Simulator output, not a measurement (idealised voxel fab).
process module | voxel spacer lines
cross-section cut | 255 nm wide | cells 5 nm
A cross-section is a grid of square cells, given in bands from the top down. A band is one or more rows of cells.
Each band's line starts with the height of the band's top and of its bottom, in nm. Then come its materials from left to right, each with its width in nm. One material with "throughout" fills the band from edge to edge. "air" is empty space.
Height 0 is the level under which the wafer as received is all one material. The lowest band goes on downwards, as in "0 down".
A width such as "30 to 40" changes by the same amount from each row of cells to the next, from the band's top row to its bottom row.
"no change" after a step means that no cell of the cross-section changed.
closed voids: empty space of 8 cells or more with no open way to the top, each as width x height at its distance from the left edge, in nm
after a step's settings: what the simulator itself notes on the step
overlay nm, on a step with a mask: how far to the right of its planned place the mask lay; to the left if negative
plan
1 op RECEIVE | material Si
2 op CONFORMAL_DEP | material Al2O3 | thk nm 10
3 op DIRECTIONAL_DEP | material polySi | thk nm 15
4 op DIRECTIONAL_DEP | material aC | thk nm 20
5 op PATTERN | tone cover | mask id MANDREL | material resist | width nm 25 | pitch nm 70 | thk nm 25 | overlay nm 0
6 op DIRECTIONAL_ETCH | etch materials aC | depth nm 20
7 op STRIP | etch materials resist
8 op CONFORMAL_DEP | material SiO2 | thk nm 10
9 op DIRECTIONAL_ETCH | etch materials SiO2 | depth nm 10
10 op STRIP | etch materials aC
11 op DIRECTIONAL_ETCH | etch materials polySi | depth nm 15
12 op STRIP | etch materials SiO2
13 op FILL_DEP | material lowk | thk nm 10
14 op CMP | height nm 25
first wafer, as planned
as received, after step 1
  0 down: Si throughout
  closed voids: none
after step 2
  10 to 0: Al2O3 throughout
  below 0: unchanged
after step 3
  25 to 10: polySi throughout
  below 10: unchanged
after step 4
  45 to 25: aC throughout
  below 25: unchanged
after step 5
  70 to 45: air 80 | resist 25 | air 45 | resist 25 | air 80
  below 45: unchanged
after step 6
  50 to 45: air 80 | resist 25 | air 45 | resist 25 | air 80
  45 to 25: air 80 | aC 25 | air 45 | aC 25 | air 80
  below 25: unchanged
after step 7
  45 to 25: air 80 | aC 25 | air 45 | aC 25 | air 80
  below 25: unchanged
after step 8
  55 to 45: air 70 | SiO2 45 | air 25 | SiO2 45 | air 70
  45 to 35: air 70 | SiO2 10 | aC 25 | SiO2 10 | air 25 | SiO2 10 | aC 25 | SiO2 10 | air 70
  35 to 25: SiO2 80 | aC 25 | SiO2 45 | aC 25 | SiO2 80
  below 25: unchanged
after step 9
  45 to 25: air 70 | SiO2 10 | aC 25 | SiO2 10 | air 25 | SiO2 10 | aC 25 | SiO2 10 | air 70
  below 25: unchanged
after step 10
  45 to 25: air 70 | SiO2 10 | air 25 | SiO2 10 | air 25 | SiO2 10 | air 25 | SiO2 10 | air 70
  below 25: unchanged
after step 11
  45 to 25: air 70 | SiO2 10 | air 25 | SiO2 10 | air 25 | SiO2 10 | air 25 | SiO2 10 | air 70
  25 to 10: air 70 | polySi 10 | air 25 | polySi 10 | air 25 | polySi 10 | air 25 | polySi 10 | air 70
  below 10: unchanged
after step 12
  25 to 10: air 70 | polySi 10 | air 25 | polySi 10 | air 25 | polySi 10 | air 25 | polySi 10 | air 70
  below 10: unchanged
after step 13
  35 to 25: lowk throughout
  25 to 10: lowk 70 | polySi 10 | lowk 25 | polySi 10 | lowk 25 | polySi 10 | lowk 25 | polySi 10 | lowk 70
  below 10: unchanged
after step 14
  25 to 10: lowk 70 | polySi 10 | lowk 25 | polySi 10 | lowk 25 | polySi 10 | lowk 25 | polySi 10 | lowk 70
  below 10: unchanged
second wafer: like start, like plan, one mistake. Through step 7 it matches the first wafer
when step 8 should have ended
  55 to 45: air 70 | polySi 45 | air 25 | polySi 45 | air 70
  45 to 35: air 70 | polySi 10 | aC 25 | polySi 10 | air 25 | polySi 10 | aC 25 | polySi 10 | air 70
  35 to 25: polySi 80 | aC 25 | polySi 45 | aC 25 | polySi 80
  below 25: unchanged
when step 9 should have ended: no change
when step 10 should have ended: no change
when step 11 should have ended
  45 to 40: air 80 | aC 25 | air 45 | aC 25 | air 80
  40 to 25: air 70 | polySi 10 | aC 25 | polySi 10 | air 25 | polySi 10 | aC 25 | polySi 10 | air 70
  25 to 20: air 70 | polySi 45 | air 25 | polySi 45 | air 70
  below 20: unchanged
when step 12 should have ended: no change
when step 13 should have ended
  55 to 45: lowk throughout
  45 to 40: lowk 80 | aC 25 | lowk 45 | aC 25 | lowk 80
  40 to 25: lowk 70 | polySi 10 | aC 25 | polySi 10 | lowk 25 | polySi 10 | aC 25 | polySi 10 | lowk 70
  25 to 20: lowk 70 | polySi 45 | lowk 25 | polySi 45 | lowk 70
  below 20: unchanged
when step 14 should have ended
  25 to 20: lowk 70 | polySi 45 | lowk 25 | polySi 45 | lowk 70
  below 20: unchanged
what went wrong: step 8 ran as: op CONFORMAL_DEP | material polySi | thk nm 10
at the end the second wafer has, in cells: 96 fewer of lowk | 96 more of polySi
